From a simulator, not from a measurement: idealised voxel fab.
Proc. module: voxel trench capacitor
Cross-section cut spans 300 nm and uses square cells 5 nm in size.
Format of a cross-section: grid, square cells. Given as bands. Order: top down. Band: one or more rows of cells.
This entry defines a band. It first specifies the height of the band's top and the height of its bottom in nm, and then specifies the band's materials from left to right, stating each material with its width in nm. The word "all across" identifies a single material that fills the band from edge to edge, while the word "empty" identifies empty space.
It should be noted that heights are counted from 0, beneath which the wafer as supplied is of one material throughout, and that the lowest band possesses no lower boundary but continues downward, as written in "0 nm and below".
Width spec "30..40" -> top row of cells at first value, bottom row at second value, equal per-row change in between.
No cell of the cross-section changed in a step that is given as "all unchanged".
The label "Enclosed internal voids" introduces a list of the empty spaces, 8 cells or larger, that have no open way up to the top; each entry in it reads width x height at distance, where the distance is taken from the left edge and all three are stated in nm.
Note: text after step settings on the step line = simulator remark on that step.
overlay nm: right-of-plan distance of the mask on a masked step; negative values mean left-of-plan.

SET OUT BELOW ARE THE PLANNED STEPS OF THE PROCESS
| 1 | op RECEIVE | material Si |
| 2 | op CONFORMAL_DEP | material SiN | thk nm 10 |
| 3 | op MASKED_ETCH | tone open | mask id TRENCH | width nm 30 | pitch nm 55 | etch materials SiN | depth nm 10 | overlay nm 0 |
| 4 | op MASKED_ETCH | tone open | mask id TRENCH | width nm 30 | pitch nm 55 | etch materials Si | depth nm 30 | overlay nm 0 |
| 5 | op CONFORMAL_DEP | material HfO2 | thk nm 5 |
| 6 | op CONFORMAL_DEP | material TiN | thk nm 5 |
| 7 | op FILL_DEP | material W | thk nm 10 |
| 8 | op CMP | height nm 10 |

THE CROSS-SECTION HERE SHOWS THE WAFER AS RECEIVED, I.E. IN ITS STATE AFTER STEP 1
- 0 nm and below  Si all across
- Enclosed internal voids: none

END-OF-MODULE CROSS-SECTION OF THE FIRST OF TWO WAFERS, PROCESSED AS PLANNED
- 10 nm to 0 nm  SiN (50) | HfO2 (5) | TiN (5) | W (10) | TiN (5) | HfO2 (5) | SiN (25) | HfO2 (5) | TiN (5) | W (10) | TiN (5) | HfO2 (5) | SiN (25) | HfO2 (5) | TiN (5) | W (10) | TiN (5) | HfO2 (5) | SiN (25) | HfO2 (5) | TiN (5) | W (10) | TiN (5) | HfO2 (5) | SiN (55)
- 0 nm to -20 nm  Si (50) | HfO2 (5) | TiN (5) | W (10) | TiN (5) | HfO2 (5) | Si (25) | HfO2 (5) | TiN (5) | W (10) | TiN (5) | HfO2 (5) | Si (25) | HfO2 (5) | TiN (5) | W (10) | TiN (5) | HfO2 (5) | Si (25) | HfO2 (5) | TiN (5) | W (10) | TiN (5) | HfO2 (5) | Si (55)
- -20 nm to -25 nm  Si (50) | HfO2 (5) | TiN (20) | HfO2 (5) | Si (25) | HfO2 (5) | TiN (20) | HfO2 (5) | Si (25) | HfO2 (5) | TiN (20) | HfO2 (5) | Si (25) | HfO2 (5) | TiN (20) | HfO2 (5) | Si (55)
- -25 nm to -30 nm  Si (50) | HfO2 (30) | Si (25) | HfO2 (30) | Si (25) | HfO2 (30) | Si (25) | HfO2 (30) | Si (55)
- -30 nm and below  Si all across
- Enclosed internal voids: none

THIS CROSS-SECTION BELONGS TO THE SECOND WAFER OF TWO AT THE END OF THE MODULE; THE START AND THE PLAN WERE SHARED WITH THE FIRST, AND THE RUN INCLUDED ONE MISTAKE
- 10 nm to 5 nm  TiN (45) | HfO2 (5) | SiN (30) | HfO2 (5) | TiN (15) | HfO2 (5) | SiN (30) | HfO2 (5) | TiN (15) | HfO2 (5) | SiN (30) | HfO2 (5) | TiN (15) | HfO2 (5) | SiN (30) | HfO2 (5) | TiN (50)
- 5 nm to 0 nm  HfO2 (50) | SiN (30) | HfO2 (25) | SiN (30) | HfO2 (25) | SiN (30) | HfO2 (25) | SiN (30) | HfO2 (55)
- 0 nm and below  Si all across
- Enclosed internal voids: none
Nonconformance to the process plan: not per plan at step 3, really ran op MASKED_ETCH | tone cover | mask id TRENCH | width nm 30 | pitch nm 55 | etch materials SiN | depth nm 10 | overlay nm 0
at the end the second wafer has, in cells: HfO2: 36 fewer; Si: 144 more; SiN: 24 fewer; TiN: 36 fewer; W: 48 fewer
